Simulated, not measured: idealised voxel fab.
Process module under the name voxel quadruple lines
Shown is cross-section cut, with a width of 295 nm and square cells of size 5 nm.
A cross-section in this document is a grid of square cells, and it is written down as bands, the top band listed before the ones below it; a band is made up of one or more rows of cells.
What a band's entry tells you: where the top is and where the bottom is, as heights in nm, and after that what lies inside, material by material from left to right, each with its width in nm. Empty space is written as the word "empty", and a single material marked with the word "full width" occupies the band from edge to edge.
Zero point of the height axis is 0; under it, received wafer = one material. Lowest band: continues down indefinitely, "0..down".
Width "30 to 40": first value at the band's top row of cells, second value at its bottom row, equal change from row to row.
No cell of the cross-section changed in a step that is given as "no modifications".
"Entrapped void list" enumerates empty spaces isolated from the top, with no open way to it, that contain at least 8 cells, giving each as width x height at distance from the left edge, all three in nm.
Past the settings on a step's line: simulator remark, on that step.
overlay nm: how far to the right of its planned place the mask lay on this masked step (negative: to the left).
In what follows, pairs of cross-sections are presented, each taken before and after one process step, with the after cross-section shown only down to the lowest band that was altered; the step, together with its settings, is stated below the pair. The pairs may stem from different runs of this module on the same starting wafer; accordingly, a pair should be taken as continuing from the one above it solely where its entry headed "Before step" indicates as much.

Before step
> 0..down: Si full width
> Entrapped void list: none

After
> 5..0: Al2O3 full width
> Anything lower than 0 is untouched.
> Entrapped void list: none
Between the cross-sections above, the step performed was CONFORMAL_DEP | material Al2O3 | thk nm 5

Before step: as shown after the step in the preceding pair, directly above.

After
> 20..5: TiN full width
> Anything lower than 5 is untouched.
> Entrapped void list: none
Between the cross-sections above, the step performed was DIRECTIONAL_DEP | material TiN | thk nm 15

Before step: as shown after the step in the preceding pair, directly above.

After
> 40..20: polySi full width
> Anything lower than 20 is untouched.
> Entrapped void list: none
Between the cross-sections above, the step performed was DIRECTIONAL_DEP | material polySi | thk nm 20

Before step: as shown after the step in the preceding pair, directly above.

After
> 60..40: aC full width
> Anything lower than 40 is untouched.
> Entrapped void list: none
Between the cross-sections above, the step performed was DIRECTIONAL_DEP | material aC | thk nm 20

Before step: as shown after the step in the preceding pair, directly above.

After
> 90..60: empty=135 | resist=20 | empty=140
> Anything lower than 60 is untouched.
> Entrapped void list: none
Between the cross-sections above, the step performed was PATTERN | tone cover | mask id MANDREL | material resist | width nm 20 | thk nm 30 | overlay nm 0

Before step: as shown after the step in the preceding pair, directly above.

After
> 70..60: empty=135 | resist=20 | empty=140
> 60..40: empty=135 | aC=20 | empty=140
> Anything lower than 40 is untouched.
> Entrapped void list: none
Between the cross-sections above, the step performed was DIRECTIONAL_ETCH | etch materials aC | depth nm 20

Before step: as shown after the step in the preceding pair, directly above.

After
> 60..40: empty=135 | aC=20 | empty=140
> Anything lower than 40 is untouched.
> Entrapped void list: none
Between the cross-sections above, the step performed was STRIP | etch materials resist

Before step: as shown after the step in the preceding pair, directly above.

After
> 70..60: empty=125 | SiO2=40 | empty=130
> 60..50: empty=125 | SiO2=10 | aC=20 | SiO2=10 | empty=130
> 50..40: SiO2=135 | aC=20 | SiO2=140
> Anything lower than 40 is untouched.
> Entrapped void list: none
Between the cross-sections above, the step performed was CONFORMAL_DEP | material SiO2 | thk nm 10

Before step: as shown after the step in the preceding pair, directly above.

After
> 60..40: empty=125 | SiO2=10 | aC=20 | SiO2=10 | empty=130
> Anything lower than 40 is untouched.
> Entrapped void list: none
Between the cross-sections above, the step performed was DIRECTIONAL_ETCH | etch materials SiO2 | depth nm 10

Before step: as shown after the step in the preceding pair, directly above.

After
> 60..40: empty=125 | SiO2=10 | empty=20 | SiO2=10 | empty=130
> Anything lower than 40 is untouched.
> Entrapped void list: none
Between the cross-sections above, the step performed was STRIP | etch materials aC

Before step: as shown after the step in the preceding pair, directly above.

After
> 60..40: empty=125 | SiO2=10 | empty=20 | SiO2=10 | empty=130
> 40..20: empty=125 | polySi=10 | empty=20 | polySi=10 | empty=130
> Anything lower than 20 is untouched.
> Entrapped void list: none
Between the cross-sections above, the step performed was DIRECTIONAL_ETCH | etch materials polySi | depth nm 20

Before step: as shown after the step in the preceding pair, directly above.

After
> 40..20: empty=125 | polySi=10 | empty=20 | polySi=10 | empty=130
> Anything lower than 20 is untouched.
> Entrapped void list: none
Between the cross-sections above, the step performed was STRIP | etch materials SiO2

Before step: as shown after the step in the preceding pair, directly above.

After
> 45..40: empty=120 | SiCN=20 | empty=10 | SiCN=20 | empty=125
> 40..25: empty=120 | SiCN=5 | polySi=10 | SiCN=5 | empty=10 | SiCN=5 | polySi=10 | SiCN=5 | empty=125
> 25..20: SiCN=125 | polySi=10 | SiCN=20 | polySi=10 | SiCN=130
> Anything lower than 20 is untouched.
> Entrapped void list: none
Between the cross-sections above, the step performed was CONFORMAL_DEP | material SiCN | thk nm 5

Before step: as shown after the step in the preceding pair, directly above.

After
> 40..20: empty=120 | SiCN=5 | polySi=10 | SiCN=5 | empty=10 | SiCN=5 | polySi=10 | SiCN=5 | empty=125
> Anything lower than 20 is untouched.
> Entrapped void list: none
Between the cross-sections above, the step performed was DIRECTIONAL_ETCH | etch materials SiCN | depth nm 5

Before step: as shown after the step in the preceding pair, directly above.

After
> 40..20: empty=120 | SiCN=5 | empty=10 | SiCN=5 | empty=10 | SiCN=5 | empty=10 | SiCN=5 | empty=125
> Anything lower than 20 is untouched.
> Entrapped void list: none
Between the cross-sections above, the step performed was STRIP | etch materials polySi

Before step: as shown after the step in the preceding pair, directly above.

After
> 40..20: empty=120 | SiCN=5 | empty=10 | SiCN=5 | empty=10 | SiCN=5 | empty=10 | SiCN=5 | empty=125
> 20..5: empty=120 | TiN=5 | empty=10 | TiN=5 | empty=10 | TiN=5 | empty=10 | TiN=5 | empty=125
> Anything lower than 5 is untouched.
> Entrapped void list: none
Between the cross-sections above, the step performed was DIRECTIONAL_ETCH | etch materials TiN | depth nm 15

Before step: as shown after the step in the preceding pair, directly above.

After
> 20..5: empty=120 | TiN=5 | empty=10 | TiN=5 | empty=10 | TiN=5 | empty=10 | TiN=5 | empty=125
> Anything lower than 5 is untouched.
> Entrapped void list: none
Between the cross-sections above, the step performed was STRIP | etch materials SiCN

Before step
> 0..down: Si full width
> Entrapped void list: none

After
> 15..0: TiN full width
> Anything lower than 0 is untouched.
> Entrapped void list: none
Between the cross-sections above, the step performed was DIRECTIONAL_DEP | material TiN | thk nm 15

Before step: as shown after the step in the preceding pair, directly above.

After
> 35..15: polySi full width
> Anything lower than 15 is untouched.
> Entrapped void list: none
Between the cross-sections above, the step performed was DIRECTIONAL_DEP | material polySi | thk nm 20

Before step: as shown after the step in the preceding pair, directly above.

After
> 55..35: aC full width
> Anything lower than 35 is untouched.
> Entrapped void list: none
Between the cross-sections above, the step performed was DIRECTIONAL_DEP | material aC | thk nm 20

Before step: as shown after the step in the preceding pair, directly above.

After
> 85..55: empty=135 | resist=20 | empty=140
> Anything lower than 55 is untouched.
> Entrapped void list: none
Between the cross-sections above, the step performed was PATTERN | tone cover | mask id MANDREL | material resist | width nm 20 | thk nm 30 | overlay nm 0

Before step: as shown after the step in the preceding pair, directly above.

After
> 65..55: empty=135 | resist=20 | empty=140
> 55..35: empty=135 | aC=20 | empty=140
> Anything lower than 35 is untouched.
> Entrapped void list: none
Between the cross-sections above, the step performed was DIRECTIONAL_ETCH | etch materials aC | depth nm 20

Before step: as shown after the step in the preceding pair, directly above.

After
> 55..35: empty=135 | aC=20 | empty=140
> Anything lower than 35 is untouched.
> Entrapped void list: none
Between the cross-sections above, the step performed was STRIP | etch materials resist

Before step: as shown after the step in the preceding pair, directly above.

After
> 65..55: empty=125 | SiO2=40 | empty=130
> 55..45: empty=125 | SiO2=10 | aC=20 | SiO2=10 | empty=130
> 45..35: SiO2=135 | aC=20 | SiO2=140
> Anything lower than 35 is untouched.
> Entrapped void list: none
Between the cross-sections above, the step performed was CONFORMAL_DEP | material SiO2 | thk nm 10

Before step: as shown after the step in the preceding pair, directly above.

After
> 55..35: empty=125 | SiO2=10 | aC=20 | SiO2=10 | empty=130
> Anything lower than 35 is untouched.
> Entrapped void list: none
Between the cross-sections above, the step performed was DIRECTIONAL_ETCH | etch materials SiO2 | depth nm 10

Before step: as shown after the step in the preceding pair, directly above.

After
> 55..35: empty=125 | SiO2=10 | empty=20 | SiO2=10 | empty=130
> Anything lower than 35 is untouched.
> Entrapped void list: none
Between the cross-sections above, the step performed was STRIP | etch materials aC

Before step: as shown after the step in the preceding pair, directly above.

After
> 55..35: empty=125 | SiO2=10 | empty=20 | SiO2=10 | empty=130
> 35..15: empty=125 | polySi=10 | empty=20 | polySi=10 | empty=130
> Anything lower than 15 is untouched.
> Entrapped void list: none
Between the cross-sections above, the step performed was DIRECTIONAL_ETCH | etch materials polySi | depth nm 20

Before step: as shown after the step in the preceding pair, directly above.

After
> 35..15: empty=125 | polySi=10 | empty=20 | polySi=10 | empty=130
> Anything lower than 15 is untouched.
> Entrapped void list: none
Between the cross-sections above, the step performed was STRIP | etch materials SiO2

Before step: as shown after the step in the preceding pair, directly above.

After
> 40..35: empty=120 | SiCN=20 | empty=10 | SiCN=20 | empty=125
> 35..20: empty=120 | SiCN=5 | polySi=10 | SiCN=5 | empty=10 | SiCN=5 | polySi=10 | SiCN=5 | empty=125
> 20..15: SiCN=125 | polySi=10 | SiCN=20 | polySi=10 | SiCN=130
> Anything lower than 15 is untouched.
> Entrapped void list: none
Between the cross-sections above, the step performed was CONFORMAL_DEP | material SiCN | thk nm 5

Before step: as shown after the step in the preceding pair, directly above.

After
> 35..15: empty=120 | SiCN=5 | polySi=10 | SiCN=5 | empty=10 | SiCN=5 | polySi=10 | SiCN=5 | empty=125
> Anything lower than 15 is untouched.
> Entrapped void list: none
Between the cross-sections above, the step performed was DIRECTIONAL_ETCH | etch materials SiCN | depth nm 5

Before step: as shown after the step in the preceding pair, directly above.

After
> 35..15: empty=120 | SiCN=5 | empty=10 | SiCN=5 | empty=10 | SiCN=5 | empty=10 | SiCN=5 | empty=125
> Anything lower than 15 is untouched.
> Entrapped void list: none
Between the cross-sections above, the step performed was STRIP | etch materials polySi

Before step: as shown after the step in the preceding pair, directly above.

After
> 35..15: empty=120 | SiCN=5 | empty=10 | SiCN=5 | empty=10 | SiCN=5 | empty=10 | SiCN=5 | empty=125
> 15..0: empty=120 | TiN=5 | empty=10 | TiN=5 | empty=10 | TiN=5 | empty=10 | TiN=5 | empty=125
> Anything lower than 0 is untouched.
> Entrapped void list: none
Between the cross-sections above, the step performed was DIRECTIONAL_ETCH | etch materials TiN | depth nm 15

Before step: as shown after the step in the preceding pair, directly above.

After
> 15..0: empty=120 | TiN=5 | empty=10 | TiN=5 | empty=10 | TiN=5 | empty=10 | TiN=5 | empty=125
> Anything lower than 0 is untouched.
> Entrapped void list: none
Between the cross-sections above, the step performed was STRIP | etch materials SiCN

Before step
> 20..5: TiN full width
> 5..0: Al2O3 full width
> 0..down: Si full width
> Entrapped void list: none

After
> 35..5: TiN full width
> Anything lower than 5 is untouched.
> Entrapped void list: none
Between the cross-sections above, the step performed was DIRECTIONAL_DEP | material TiN | thk nm 15

Before step: as shown after the step in the preceding pair, directly above.

After
> 55..35: polySi full width
> Anything lower than 35 is untouched.
> Entrapped void list: none
Between the cross-sections above, the step performed was DIRECTIONAL_DEP | material polySi | thk nm 20

Before step: as shown after the step in the preceding pair, directly above.

After
> 75..55: aC full width
> Anything lower than 55 is untouched.
> Entrapped void list: none
Between the cross-sections above, the step performed was DIRECTIONAL_DEP | material aC | thk nm 20

Before step: as shown after the step in the preceding pair, directly above.

After
> 105..75: empty=135 | resist=20 | empty=140
> Anything lower than 75 is untouched.
> Entrapped void list: none
Between the cross-sections above, the step performed was PATTERN | tone cover | mask id MANDREL | material resist | width nm 20 | thk nm 30 | overlay nm 0

Before step: as shown after the step in the preceding pair, directly above.

After
> 85..75: empty=135 | resist=20 | empty=140
> 75..55: empty=135 | aC=20 | empty=140
> Anything lower than 55 is untouched.
> Entrapped void list: none
Between the cross-sections above, the step performed was DIRECTIONAL_ETCH | etch materials aC | depth nm 20

Before step: as shown after the step in the preceding pair, directly above.

After
> 75..55: empty=135 | aC=20 | empty=140
> Anything lower than 55 is untouched.
> Entrapped void list: none
Between the cross-sections above, the step performed was STRIP | etch materials resist

Before step: as shown after the step in the preceding pair, directly above.

After
> 85..75: empty=125 | SiO2=40 | empty=130
> 75..65: empty=125 | SiO2=10 | aC=20 | SiO2=10 | empty=130
> 65..55: SiO2=135 | aC=20 | SiO2=140
> Anything lower than 55 is untouched.
> Entrapped void list: none
Between the cross-sections above, the step performed was CONFORMAL_DEP | material SiO2 | thk nm 10

Before step: as shown after the step in the preceding pair, directly above.

After
> 75..55: empty=125 | SiO2=10 | aC=20 | SiO2=10 | empty=130
> Anything lower than 55 is untouched.
> Entrapped void list: none
Between the cross-sections above, the step performed was DIRECTIONAL_ETCH | etch materials SiO2 | depth nm 10

Before step: as shown after the step in the preceding pair, directly above.

After
> 75..55: empty=125 | SiO2=10 | empty=20 | SiO2=10 | empty=130
> Anything lower than 55 is untouched.
> Entrapped void list: none
Between the cross-sections above, the step performed was STRIP | etch materials aC

Before step: as shown after the step in the preceding pair, directly above.

After
> 75..55: empty=125 | SiO2=10 | empty=20 | SiO2=10 | empty=130
> 55..35: empty=125 | polySi=10 | empty=20 | polySi=10 | empty=130
> Anything lower than 35 is untouched.
> Entrapped void list: none
Between the cross-sections above, the step performed was DIRECTIONAL_ETCH | etch materials polySi | depth nm 20

Before step: as shown after the step in the preceding pair, directly above.

After
> 55..35: empty=125 | polySi=10 | empty=20 | polySi=10 | empty=130
> Anything lower than 35 is untouched.
> Entrapped void list: none
Between the cross-sections above, the step performed was STRIP | etch materials SiO2

Before step: as shown after the step in the preceding pair, directly above.

After
> 60..55: empty=120 | SiCN=20 | empty=10 | SiCN=20 | empty=125
> 55..40: empty=120 | SiCN=5 | polySi=10 | SiCN=5 | empty=10 | SiCN=5 | polySi=10 | SiCN=5 | empty=125
> 40..35: SiCN=125 | polySi=10 | SiCN=20 | polySi=10 | SiCN=130
> Anything lower than 35 is untouched.
> Entrapped void list: none
Between the cross-sections above, the step performed was CONFORMAL_DEP | material SiCN | thk nm 5

Before step: as shown after the step in the preceding pair, directly above.

After
> 55..35: empty=120 | SiCN=5 | polySi=10 | SiCN=5 | empty=10 | SiCN=5 | polySi=10 | SiCN=5 | empty=125
> Anything lower than 35 is untouched.
> Entrapped void list: none
Between the cross-sections above, the step performed was DIRECTIONAL_ETCH | etch materials SiCN | depth nm 5

Before step: as shown after the step in the preceding pair, directly above.

After
> 55..35: empty=120 | SiCN=5 | empty=10 | SiCN=5 | empty=10 | SiCN=5 | empty=10 | SiCN=5 | empty=125
> Anything lower than 35 is untouched.
> Entrapped void list: none
Between the cross-sections above, the step performed was STRIP | etch materials polySi

Before step: as shown after the step in the preceding pair, directly above.

After
> 55..35: empty=120 | SiCN=5 | empty=10 | SiCN=5 | empty=10 | SiCN=5 | empty=10 | SiCN=5 | empty=125
> 35..20: empty=120 | TiN=5 | empty=10 | TiN=5 | empty=10 | TiN=5 | empty=10 | TiN=5 | empty=125
> Anything lower than 20 is untouched.
> Entrapped void list: none
Between the cross-sections above, the step performed was DIRECTIONAL_ETCH | etch materials TiN | depth nm 15

Before step: as shown after the step in the preceding pair, directly above.

After
> 35..20: empty=120 | TiN=5 | empty=10 | TiN=5 | empty=10 | TiN=5 | empty=10 | TiN=5 | empty=125
> Anything lower than 20 is untouched.
> Entrapped void list: none
Between the cross-sections above, the step performed was STRIP | etch materials SiCN

Before step
> 20..5: TiN full width
> 5..0: Al2O3 full width
> 0..down: Si full width
> Entrapped void list: none

After
> 40..20: aC full width
> Anything lower than 20 is untouched.
> Entrapped void list: none
Between the cross-sections above, the step performed was DIRECTIONAL_DEP | material aC | thk nm 20

Before step: as shown after the step in the preceding pair, directly above.

After
> 60..40: polySi full width
> Anything lower than 40 is untouched.
> Entrapped void list: none
Between the cross-sections above, the step performed was DIRECTIONAL_DEP | material polySi | thk nm 20

Before step: as shown after the step in the preceding pair, directly above.

After
> 90..60: empty=135 | resist=20 | empty=140
> Anything lower than 60 is untouched.
> Entrapped void list: none
Between the cross-sections above, the step performed was PATTERN | tone cover | mask id MANDREL | material resist | width nm 20 | thk nm 30 | overlay nm 0

Before step: as shown after the step in the preceding pair, directly above.

After
> 70..60: empty=135 | resist=20 | empty=140
> Anything lower than 60 is untouched.
> Entrapped void list: none
Between the cross-sections above, the step performed was DIRECTIONAL_ETCH | etch materials aC | depth nm 20

Before step: as shown after the step in the preceding pair, directly above.

After
> 60..40: polySi full width
> Anything lower than 40 is untouched.
> Entrapped void list: none
Between the cross-sections above, the step performed was STRIP | etch materials resist

Before step: as shown after the step in the preceding pair, directly above.

After
> 70..60: SiO2 full width
> Anything lower than 60 is untouched.
> Entrapped void list: none
Between the cross-sections above, the step performed was CONFORMAL_DEP | material SiO2 | thk nm 10

Before step: as shown after the step in the preceding pair, directly above.

After
> 60..40: polySi full width
> Anything lower than 40 is untouched.
> Entrapped void list: none
Between the cross-sections above, the step performed was DIRECTIONAL_ETCH | etch materials SiO2 | depth nm 10

Before step: as shown after the step in the preceding pair, directly above.

After
> 40..20: aC full width
> Anything lower than 20 is untouched.
> Entrapped void list: none
Between the cross-sections above, the step performed was DIRECTIONAL_ETCH | etch materials polySi | depth nm 20

Before step: as shown after the step in the preceding pair, directly above.

After
> 45..40: SiCN full width
> Anything lower than 40 is untouched.
> Entrapped void list: none
Between the cross-sections above, the step performed was CONFORMAL_DEP | material SiCN | thk nm 5

Before step: as shown after the step in the preceding pair, directly above.

After
> 40..20: aC full width
> Anything lower than 20 is untouched.
> Entrapped void list: none
Between the cross-sections above, the step performed was DIRECTIONAL_ETCH | etch materials SiCN | depth nm 5

Before step
> 40..20: empty=120 | SiCN=5 | empty=10 | SiCN=5 | empty=10 | SiCN=5 | empty=10 | SiCN=5 | empty=125
> 20..5: TiN full width
> 5..0: Al2O3 full width
> 0..down: Si full width
> Entrapped void list: none

After
> 40..20: empty=120 | SiCN=5 | empty=10 | SiCN=5 | empty=10 | SiCN=5 | empty=10 | SiCN=5 | empty=125
> 20..10: empty=120 | TiN=5 | empty=10 | TiN=5 | empty=10 | TiN=5 | empty=10 | TiN=5 | empty=125
> Anything lower than 10 is untouched.
> Entrapped void list: none
Between the cross-sections above, the step performed was DIRECTIONAL_ETCH | etch materials TiN | depth nm 10

Before step: as shown after the step in the preceding pair, directly above.

After
> 20..10: empty=120 | TiN=5 | empty=10 | TiN=5 | empty=10 | TiN=5 | empty=10 | TiN=5 | empty=125
> Anything lower than 10 is untouched.
> Entrapped void list: none
Between the cross-sections above, the step performed was STRIP | etch materials SiCN

Before step
> 60..40: aC full width
> 40..20: polySi full width
> 20..5: TiN full width
> 5..0: Al2O3 full width
> 0..down: Si full width
> Entrapped void list: none

After
> 90..60: empty=140 | resist=15 | empty=140
> Anything lower than 60 is untouched.
> Entrapped void list: none
Between the cross-sections above, the step performed was PATTERN | tone cover | mask id MANDREL | material resist | width nm 15 | thk nm 30 | overlay nm 0

Before step: as shown after the step in the preceding pair, directly above.

After
> 70..60: empty=140 | resist=15 | empty=140
> 60..40: empty=140 | aC=15 | empty=140
> Anything lower than 40 is untouched.
> Entrapped void list: none
Between the cross-sections above, the step performed was DIRECTIONAL_ETCH | etch materials aC | depth nm 20

Before step: as shown after the step in the preceding pair, directly above.

After
> 60..40: empty=140 | aC=15 | empty=140
> Anything lower than 40 is untouched.
> Entrapped void list: none
Between the cross-sections above, the step performed was STRIP | etch materials resist

Before step: as shown after the step in the preceding pair, directly above.

After
> 70..60: empty=130 | SiO2=35 | empty=130
> 60..50: empty=130 | SiO2=10 | aC=15 | SiO2=10 | empty=130
> 50..40: SiO2=140 | aC=15 | SiO2=140
> Anything lower than 40 is untouched.
> Entrapped void list: none
Between the cross-sections above, the step performed was CONFORMAL_DEP | material SiO2 | thk nm 10

Before step: as shown after the step in the preceding pair, directly above.

After
> 60..40: empty=130 | SiO2=10 | aC=15 | SiO2=10 | empty=130
> Anything lower than 40 is untouched.
> Entrapped void list: none
Between the cross-sections above, the step performed was DIRECTIONAL_ETCH | etch materials SiO2 | depth nm 10

Before step: as shown after the step in the preceding pair, directly above.

After
> 60..40: empty=130 | SiO2=10 | empty=15 | SiO2=10 | empty=130
> Anything lower than 40 is untouched.
> Entrapped void list: none
Between the cross-sections above, the step performed was STRIP | etch materials aC

Before step: as shown after the step in the preceding pair, directly above.

After
> 60..40: empty=130 | SiO2=10 | empty=15 | SiO2=10 | empty=130
> 40..20: empty=130 | polySi=10 | empty=15 | polySi=10 | empty=130
> Anything lower than 20 is untouched.
> Entrapped void list: none
Between the cross-sections above, the step performed was DIRECTIONAL_ETCH | etch materials polySi | depth nm 20

Before step: as shown after the step in the preceding pair, directly above.

After
> 40..20: empty=130 | polySi=10 | empty=15 | polySi=10 | empty=130
> Anything lower than 20 is untouched.
> Entrapped void list: none
Between the cross-sections above, the step performed was STRIP | etch materials SiO2

Before step: as shown after the step in the preceding pair, directly above.

After
> 45..40: empty=125 | SiCN=20 | empty=5 | SiCN=20 | empty=125
> 40..25: empty=125 | SiCN=5 | polySi=10 | SiCN=5 | empty=5 | SiCN=5 | polySi=10 | SiCN=5 | empty=125
> 25..20: SiCN=130 | polySi=10 | SiCN=15 | polySi=10 | SiCN=130
> Anything lower than 20 is untouched.
> Entrapped void list: none
Between the cross-sections above, the step performed was CONFORMAL_DEP | material SiCN | thk nm 5

Before step: as shown after the step in the preceding pair, directly above.

After
> 40..20: empty=125 | SiCN=5 | polySi=10 | SiCN=5 | empty=5 | SiCN=5 | polySi=10 | SiCN=5 | empty=125
> Anything lower than 20 is untouched.
> Entrapped void list: none
Between the cross-sections above, the step performed was DIRECTIONAL_ETCH | etch materials SiCN | depth nm 5

Before step: as shown after the step in the preceding pair, directly above.

After
> 40..20: empty=125 | SiCN=5 | empty=10 | SiCN=5 | empty=5 | SiCN=5 | empty=10 | SiCN=5 | empty=125
> Anything lower than 20 is untouched.
> Entrapped void list: none
Between the cross-sections above, the step performed was STRIP | etch materials polySi

Before step: as shown after the step in the preceding pair, directly above.

After
> 40..20: empty=125 | SiCN=5 | empty=10 | SiCN=5 | empty=5 | SiCN=5 | empty=10 | SiCN=5 | empty=125
> 20..5: empty=125 | TiN=5 | empty=10 | TiN=5 | empty=5 | TiN=5 | empty=10 | TiN=5 | empty=125
> Anything lower than 5 is untouched.
> Entrapped void list: none
Between the cross-sections above, the step performed was DIRECTIONAL_ETCH | etch materials TiN | depth nm 15

Before step: as shown after the step in the preceding pair, directly above.

After
> 20..5: empty=125 | TiN=5 | empty=10 | TiN=5 | empty=5 | TiN=5 | empty=10 | TiN=5 | empty=125
> Anything lower than 5 is untouched.
> Entrapped void list: none
Between the cross-sections above, the step performed was STRIP | etch materials SiCN

Before step
> 60..40: aC full width
> 40..20: polySi full width
> 20..5: TiN full width
> 5..0: Al2O3 full width
> 0..down: Si full width
> Entrapped void list: none

After
> 90..60: empty=145 | resist=20 | empty=130
> Anything lower than 60 is untouched.
> Entrapped void list: none
Between the cross-sections above, the step performed was PATTERN | tone cover | mask id MANDREL | material resist | width nm 20 | thk nm 30 | overlay nm 10

Before step: as shown after the step in the preceding pair, directly above.

After
> 70..60: empty=145 | resist=20 | empty=130
> 60..40: empty=145 | aC=20 | empty=130
> Anything lower than 40 is untouched.
> Entrapped void list: none
Between the cross-sections above, the step performed was DIRECTIONAL_ETCH | etch materials aC | depth nm 20

Before step: as shown after the step in the preceding pair, directly above.

After
> 60..40: empty=145 | aC=20 | empty=130
> Anything lower than 40 is untouched.
> Entrapped void list: none
Between the cross-sections above, the step performed was STRIP | etch materials resist

Before step: as shown after the step in the preceding pair, directly above.

After
> 70..60: empty=135 | SiO2=40 | empty=120
> 60..50: empty=135 | SiO2=10 | aC=20 | SiO2=10 | empty=120
> 50..40: SiO2=145 | aC=20 | SiO2=130
> Anything lower than 40 is untouched.
> Entrapped void list: none
Between the cross-sections above, the step performed was CONFORMAL_DEP | material SiO2 | thk nm 10

Before step: as shown after the step in the preceding pair, directly above.

After
> 60..40: empty=135 | SiO2=10 | aC=20 | SiO2=10 | empty=120
> Anything lower than 40 is untouched.
> Entrapped void list: none
Between the cross-sections above, the step performed was DIRECTIONAL_ETCH | etch materials SiO2 | depth nm 10

Before step: as shown after the step in the preceding pair, directly above.

After
> 60..40: empty=135 | SiO2=10 | empty=20 | SiO2=10 | empty=120
> Anything lower than 40 is untouched.
> Entrapped void list: none
Between the cross-sections above, the step performed was STRIP | etch materials aC

Before step: as shown after the step in the preceding pair, directly above.

After
> 60..40: empty=135 | SiO2=10 | empty=20 | SiO2=10 | empty=120
> 40..20: empty=135 | polySi=10 | empty=20 | polySi=10 | empty=120
> Anything lower than 20 is untouched.
> Entrapped void list: none
Between the cross-sections above, the step performed was DIRECTIONAL_ETCH | etch materials polySi | depth nm 20

Before step: as shown after the step in the preceding pair, directly above.

After
> 40..20: empty=135 | polySi=10 | empty=20 | polySi=10 | empty=120
> Anything lower than 20 is untouched.
> Entrapped void list: none
Between the cross-sections above, the step performed was STRIP | etch materials SiO2

Before step: as shown after the step in the preceding pair, directly above.

After
> 45..40: empty=130 | SiCN=20 | empty=10 | SiCN=20 | empty=115
> 40..25: empty=130 | SiCN=5 | polySi=10 | SiCN=5 | empty=10 | SiCN=5 | polySi=10 | SiCN=5 | empty=115
> 25..20: SiCN=135 | polySi=10 | SiCN=20 | polySi=10 | SiCN=120
> Anything lower than 20 is untouched.
> Entrapped void list: none
Between the cross-sections above, the step performed was CONFORMAL_DEP | material SiCN | thk nm 5

Before step: as shown after the step in the preceding pair, directly above.

After
> 40..20: empty=130 | SiCN=5 | polySi=10 | SiCN=5 | empty=10 | SiCN=5 | polySi=10 | SiCN=5 | empty=115
> Anything lower than 20 is untouched.
> Entrapped void list: none
Between the cross-sections above, the step performed was DIRECTIONAL_ETCH | etch materials SiCN | depth nm 5

Before step: as shown after the step in the preceding pair, directly above.

After
> 40..20: empty=130 | SiCN=5 | empty=10 | SiCN=5 | empty=10 | SiCN=5 | empty=10 | SiCN=5 | empty=115
> Anything lower than 20 is untouched.
> Entrapped void list: none
Between the cross-sections above, the step performed was STRIP | etch materials polySi

Before step: as shown after the step in the preceding pair, directly above.

After
> 40..20: empty=130 | SiCN=5 | empty=10 | SiCN=5 | empty=10 | SiCN=5 | empty=10 | SiCN=5 | empty=115
> 20..5: empty=130 | TiN=5 | empty=10 | TiN=5 | empty=10 | TiN=5 | empty=10 | TiN=5 | empty=115
> Anything lower than 5 is untouched.
> Entrapped void list: none
Between the cross-sections above, the step performed was DIRECTIONAL_ETCH | etch materials TiN | depth nm 15

Before step: as shown after the step in the preceding pair, directly above.

After
> 20..5: empty=130 | TiN=5 | empty=10 | TiN=5 | empty=10 | TiN=5 | empty=10 | TiN=5 | empty=115
> Anything lower than 5 is untouched.
> Entrapped void list: none
Between the cross-sections above, the step performed was STRIP | etch materials SiCN

Before step
> 5..0: Al2O3 full width
> 0..down: Si full width
> Entrapped void list: none

After
> 20..0: Al2O3 full width
> Anything lower than 0 is untouched.
> Entrapped void list: none
Between the cross-sections above, the step performed was DIRECTIONAL_DEP | material Al2O3 | thk nm 15

Before step: as shown after the step in the preceding pair, directly above.

After
> 40..20: polySi full width
> Anything lower than 20 is untouched.
> Entrapped void list: none
Between the cross-sections above, the step performed was DIRECTIONAL_DEP | material polySi | thk nm 20

Before step: as shown after the step in the preceding pair, directly above.

After
> 60..40: aC full width
> Anything lower than 40 is untouched.
> Entrapped void list: none
Between the cross-sections above, the step performed was DIRECTIONAL_DEP | material aC | thk nm 20

Before step: as shown after the step in the preceding pair, directly above.

After
> 90..60: empty=135 | resist=20 | empty=140
> Anything lower than 60 is untouched.
> Entrapped void list: none
Between the cross-sections above, the step performed was PATTERN | tone cover | mask id MANDREL | material resist | width nm 20 | thk nm 30 | overlay nm 0

Before step: as shown after the step in the preceding pair, directly above.

After
> 70..60: empty=135 | resist=20 | empty=140
> 60..40: empty=135 | aC=20 | empty=140
> Anything lower than 40 is untouched.
> Entrapped void list: none
Between the cross-sections above, the step performed was DIRECTIONAL_ETCH | etch materials aC | depth nm 20

Before step: as shown after the step in the preceding pair, directly above.

After
> 60..40: empty=135 | aC=20 | empty=140
> Anything lower than 40 is untouched.
> Entrapped void list: none
Between the cross-sections above, the step performed was STRIP | etch materials resist

Before step: as shown after the step in the preceding pair, directly above.

After
> 70..60: empty=125 | SiO2=40 | empty=130
> 60..50: empty=125 | SiO2=10 | aC=20 | SiO2=10 | empty=130
> 50..40: SiO2=135 | aC=20 | SiO2=140
> Anything lower than 40 is untouched.
> Entrapped void list: none
Between the cross-sections above, the step performed was CONFORMAL_DEP | material SiO2 | thk nm 10

Before step: as shown after the step in the preceding pair, directly above.

After
> 60..40: empty=125 | SiO2=10 | aC=20 | SiO2=10 | empty=130
> Anything lower than 40 is untouched.
> Entrapped void list: none
Between the cross-sections above, the step performed was DIRECTIONAL_ETCH | etch materials SiO2 | depth nm 10

Before step: as shown after the step in the preceding pair, directly above.

After
> 60..40: empty=125 | SiO2=10 | empty=20 | SiO2=10 | empty=130
> Anything lower than 40 is untouched.
> Entrapped void list: none
Between the cross-sections above, the step performed was STRIP | etch materials aC

Before step: as shown after the step in the preceding pair, directly above.

After
> 60..40: empty=125 | SiO2=10 | empty=20 | SiO2=10 | empty=130
> 40..20: empty=125 | polySi=10 | empty=20 | polySi=10 | empty=130
> Anything lower than 20 is untouched.
> Entrapped void list: none
Between the cross-sections above, the step performed was DIRECTIONAL_ETCH | etch materials polySi | depth nm 20

Before step: as shown after the step in the preceding pair, directly above.

After
> 40..20: empty=125 | polySi=10 | empty=20 | polySi=10 | empty=130
> Anything lower than 20 is untouched.
> Entrapped void list: none
Between the cross-sections above, the step performed was STRIP | etch materials SiO2
